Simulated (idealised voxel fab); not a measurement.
Documented hereafter: the process module known as voxel capacitor over wiring.
For reference, the cross-section in this document is cut, with width 175 nm and square cells of 5 nm.
A cross-section is written here as square cells arranged in a grid, and it is given in bands from the top down, each band taking up one or more rows of cells. Band entry format. Leading values: height of top, height of bottom, nm. Remainder: materials in left-to-right order, each with its width in nm. Special words: "all across" on a single material, which then fills the band edge to edge; "air", empty space. Heights are reckoned from 0. Under this level, the received wafer is all of one material. The bottommost band is open-ended downward, for example "0 down". Quick explanation for "30..40": the width changes in equal steps down the rows of cells, from the first number in the band's top row to the second number in its bottom row. No cell of the cross-section changed in a step that is given as "everything unchanged". Enclosed voids (no open way to top), threshold 8 cells or more, entry "Closed void register", notation width x height at distance, distance from left edge, nm. Past the settings on a step's line: simulator remark, on that step. overlay nm: mask right of planned place by this much (step with mask). Neg. = left.
Listed below are the process steps as planned
- 1: op RECEIVE | material Si
- 2: op CONFORMAL_DEP | material SiO2 | thk nm 15
- 3: op DIRECTIONAL_DEP | material TiN | thk nm 5
- 4: op DIRECTIONAL_DEP | material Ru | thk nm 20
- 5: op PATTERN | tone cover | mask id METAL_1 | material resist | width nm 20 | pitch nm 70 | thk nm 15 | overlay nm 0
- 6: op DIRECTIONAL_ETCH | etch materials Ru | depth nm 20
- 7: op DIRECTIONAL_ETCH | etch materials TiN | depth nm 5
- 8: op STRIP | etch materials resist
- 9: op FILL_DEP | material lowk | thk nm 10
- 10: op CMP | height nm 40
- 11: op CONFORMAL_DEP | material SiCN | thk nm 5
- 12: op DIRECTIONAL_DEP | material SiO2 | thk nm 20
- 13: op PATTERN | tone open | mask id PLUG_1 | material resist | width nm 15 | thk nm 20 | overlay nm 0
- 14: op DIRECTIONAL_ETCH | etch materials SiO2 | depth nm 20
- 15: op DIRECTIONAL_ETCH | etch materials SiCN | depth nm 5
- 16: op STRIP | etch materials resist
- 17: op CONFORMAL_DEP | material TiN | thk nm 5
- 18: op FILL_DEP | material Ru | thk nm 10
- 19: op CMP | height nm 65
- 20: op DIRECTIONAL_DEP | material TiN | thk nm 5
- 21: op DIRECTIONAL_DEP | material SiN | thk nm 5
- 22: op DIRECTIONAL_DEP | material TiN | thk nm 5
- 23: op PATTERN | tone cover | mask id UPPER_PLATE | material resist | width nm 55 | thk nm 20 | overlay nm 0
- 24: op DIRECTIONAL_ETCH | etch materials TiN | depth nm 5
- 25: op DIRECTIONAL_ETCH | etch materials SiN | depth nm 5
- 26: op STRIP | etch materials resist
- 27: op MASKED_ETCH | tone cover | mask id LOWER_PLATE | width nm 65 | etch materials TiN | depth nm 5 | overlay nm 0
- 28: op FILL_DEP | material SiO2 | thk nm 15
- 29: op CMP | height nm 90
- 30: op DIRECTIONAL_DEP | material aC | thk nm 10
- 31: op PATTERN | tone open | mask id PLUG_2 | material resist | width nm 15 | thk nm 25 | overlay nm 0
- 32: op DIRECTIONAL_ETCH | etch materials aC | depth nm 10
- 33: op STRIP | etch materials resist
- 34: op DIRECTIONAL_ETCH | etch materials SiO2 | depth nm 10
- 35: op STRIP | etch materials aC
- 36: op CONFORMAL_DEP | material TiN | thk nm 5
- 37: op FILL_DEP | material W | thk nm 5
- 38: op CMP | height nm 90
- 39: op CONFORMAL_DEP | material SiCN | thk nm 5
The first wafer of two, processed as planned
Delivered wafer in cross-section: state after step 1
> 0 down: Si all across
> Closed void register: none
The wafer in cross-section once step 2 is complete
> 15 to 0: SiO2 all across
> below 0: unchanged
The wafer in cross-section once step 3 is complete
> 20 to 15: TiN all across
> below 15: unchanged
The wafer in cross-section once step 4 is complete
> 40 to 20: Ru all across
> below 20: unchanged
The wafer in cross-section once step 5 is complete
> 55 to 40: air 40 nm  resist 20 nm  air 50 nm  resist 20 nm  air 45 nm
> below 40: unchanged
The wafer in cross-section once step 6 is complete
> 55 to 40: air 40 nm  resist 20 nm  air 50 nm  resist 20 nm  air 45 nm
> 40 to 20: air 40 nm  Ru 20 nm  air 50 nm  Ru 20 nm  air 45 nm
> below 20: unchanged
The wafer in cross-section once step 7 is complete
> 55 to 40: air 40 nm  resist 20 nm  air 50 nm  resist 20 nm  air 45 nm
> 40 to 20: air 40 nm  Ru 20 nm  air 50 nm  Ru 20 nm  air 45 nm
> 20 to 15: air 40 nm  TiN 20 nm  air 50 nm  TiN 20 nm  air 45 nm
> below 15: unchanged
The wafer in cross-section once step 8 is complete
> 40 to 20: air 40 nm  Ru 20 nm  air 50 nm  Ru 20 nm  air 45 nm
> below 20: unchanged
The wafer in cross-section once step 9 is complete
> 50 to 40: lowk all across
> 40 to 20: lowk 40 nm  Ru 20 nm  lowk 50 nm  Ru 20 nm  lowk 45 nm
> 20 to 15: lowk 40 nm  TiN 20 nm  lowk 50 nm  TiN 20 nm  lowk 45 nm
> below 15: unchanged
The wafer in cross-section once step 10 is complete
> 40 to 20: lowk 40 nm  Ru 20 nm  lowk 50 nm  Ru 20 nm  lowk 45 nm
> below 20: unchanged
The wafer in cross-section once step 11 is complete
> 45 to 40: SiCN all across
> below 40: unchanged
The wafer in cross-section once step 12 is complete
> 65 to 45: SiO2 all across
> below 45: unchanged
The wafer in cross-section once step 13 is complete
> 85 to 65: resist 45 nm  air 15 nm  resist 115 nm
> below 65: unchanged
The wafer in cross-section once step 14 is complete
> 85 to 65: resist 45 nm  air 15 nm  resist 115 nm
> 65 to 45: SiO2 45 nm  air 15 nm  SiO2 115 nm
> below 45: unchanged
The wafer in cross-section once step 15 is complete
> 85 to 65: resist 45 nm  air 15 nm  resist 115 nm
> 65 to 45: SiO2 45 nm  air 15 nm  SiO2 115 nm
> 45 to 40: SiCN 45 nm  air 15 nm  SiCN 115 nm
> below 40: unchanged
The wafer in cross-section once step 16 is complete
> 65 to 45: SiO2 45 nm  air 15 nm  SiO2 115 nm
> below 45: unchanged
The wafer in cross-section once step 17 is complete
> 70 to 65: TiN 50 nm  air 5 nm  TiN 120 nm
> 65 to 45: SiO2 45 nm  TiN 5 nm  air 5 nm  TiN 5 nm  SiO2 115 nm
> 45 to 40: SiCN 45 nm  TiN 15 nm  SiCN 115 nm
> below 40: unchanged
The wafer in cross-section once step 18 is complete
> 80 to 70: Ru all across
> 70 to 65: TiN 50 nm  Ru 5 nm  TiN 120 nm
> 65 to 45: SiO2 45 nm  TiN 5 nm  Ru 5 nm  TiN 5 nm  SiO2 115 nm
> below 45: unchanged
The wafer in cross-section once step 19 is complete
> 65 to 45: SiO2 45 nm  TiN 5 nm  Ru 5 nm  TiN 5 nm  SiO2 115 nm
> below 45: unchanged
The wafer in cross-section once step 20 is complete
> 70 to 65: TiN all across
> below 65: unchanged
The wafer in cross-section once step 21 is complete
> 75 to 70: SiN all across
> below 70: unchanged
The wafer in cross-section once step 22 is complete
> 80 to 75: TiN all across
> below 75: unchanged
The wafer in cross-section once step 23 is complete
> 100 to 80: air 45 nm  resist 55 nm  air 75 nm
> below 80: unchanged
The wafer in cross-section once step 24 is complete
> 100 to 80: air 45 nm  resist 55 nm  air 75 nm
> 80 to 75: air 45 nm  TiN 55 nm  air 75 nm
> below 75: unchanged
The wafer in cross-section once step 25 is complete
> 100 to 80: air 45 nm  resist 55 nm  air 75 nm
> 80 to 75: air 45 nm  TiN 55 nm  air 75 nm
> 75 to 70: air 45 nm  SiN 55 nm  air 75 nm
> below 70: unchanged
The wafer in cross-section once step 26 is complete
> 80 to 75: air 45 nm  TiN 55 nm  air 75 nm
> below 75: unchanged
The wafer in cross-section once step 27 is complete
> 80 to 75: air 45 nm  TiN 55 nm  air 75 nm
> 75 to 70: air 45 nm  SiN 55 nm  air 75 nm
> 70 to 65: air 40 nm  TiN 65 nm  air 70 nm
> below 65: unchanged
The wafer in cross-section once step 28 is complete
> 95 to 80: SiO2 all across
> 80 to 75: SiO2 45 nm  TiN 55 nm  SiO2 75 nm
> 75 to 70: SiO2 45 nm  SiN 55 nm  SiO2 75 nm
> 70 to 65: SiO2 40 nm  TiN 65 nm  SiO2 70 nm
> below 65: unchanged
The wafer in cross-section once step 29 is complete
> 90 to 80: SiO2 all across
> below 80: unchanged
The wafer in cross-section once step 30 is complete
> 100 to 90: aC all across
> below 90: unchanged
The wafer in cross-section once step 31 is complete
> 125 to 100: resist 55 nm  air 15 nm  resist 105 nm
> below 100: unchanged
The wafer in cross-section once step 32 is complete
> 115 to 100: resist 55 nm  air 15 nm  resist 105 nm
> 100 to 90: aC 55 nm  air 15 nm  aC 105 nm
> below 90: unchanged
The wafer in cross-section once step 33 is complete
> 100 to 90: aC 55 nm  air 15 nm  aC 105 nm
> below 90: unchanged
The wafer in cross-section once step 34 is complete
> 100 to 90: aC 55 nm  air 15 nm  aC 105 nm
> 90 to 80: SiO2 55 nm  air 15 nm  SiO2 105 nm
> below 80: unchanged
The wafer in cross-section once step 35 is complete
> 90 to 80: SiO2 55 nm  air 15 nm  SiO2 105 nm
> below 80: unchanged
The wafer in cross-section once step 36 is complete
> 95 to 90: TiN 60 nm  air 5 nm  TiN 110 nm
> 90 to 85: SiO2 55 nm  TiN 5 nm  air 5 nm  TiN 5 nm  SiO2 105 nm
> 85 to 75: SiO2 55..45 nm  TiN 15..55 nm  SiO2 105..75 nm
> below 75: unchanged
The wafer in cross-section once step 37 is complete
> 100 to 95: W all across
> 95 to 90: TiN 60 nm  W 5 nm  TiN 110 nm
> 90 to 85: SiO2 55 nm  TiN 5 nm  W 5 nm  TiN 5 nm  SiO2 105 nm
> below 85: unchanged
The wafer in cross-section once step 38 is complete
> 90 to 85: SiO2 55 nm  TiN 5 nm  W 5 nm  TiN 5 nm  SiO2 105 nm
> below 85: unchanged
The wafer in cross-section once step 39 is complete
> 95 to 90: SiCN all across
> below 90: unchanged
The Second Wafer: Common Origin and Plan, One Mistake in Execution, Identical to the First Through Step 36
Second wafer, cross-section, planned end of step 37
> 100 to 95: Ru all across
> 95 to 90: TiN 60 nm  Ru 5 nm  TiN 110 nm
> 90 to 85: SiO2 55 nm  TiN 5 nm  Ru 5 nm  TiN 5 nm  SiO2 105 nm
> below 85: unchanged
Second wafer, cross-section, planned end of step 38
> 90 to 85: SiO2 55 nm  TiN 5 nm  Ru 5 nm  TiN 5 nm  SiO2 105 nm
> below 85: unchanged
Second wafer, cross-section, planned end of step 39
> 95 to 90: SiCN all across
> below 90: unchanged
Misprocessing identified: it should be noted that step 37 was executed with settings other than those planned, the operation and settings actually applied being op FILL_DEP | material Ru | thk nm 5
The final cell counts differ between the wafers, with the second having more or fewer of some materials than the first: Ru +1, W -1
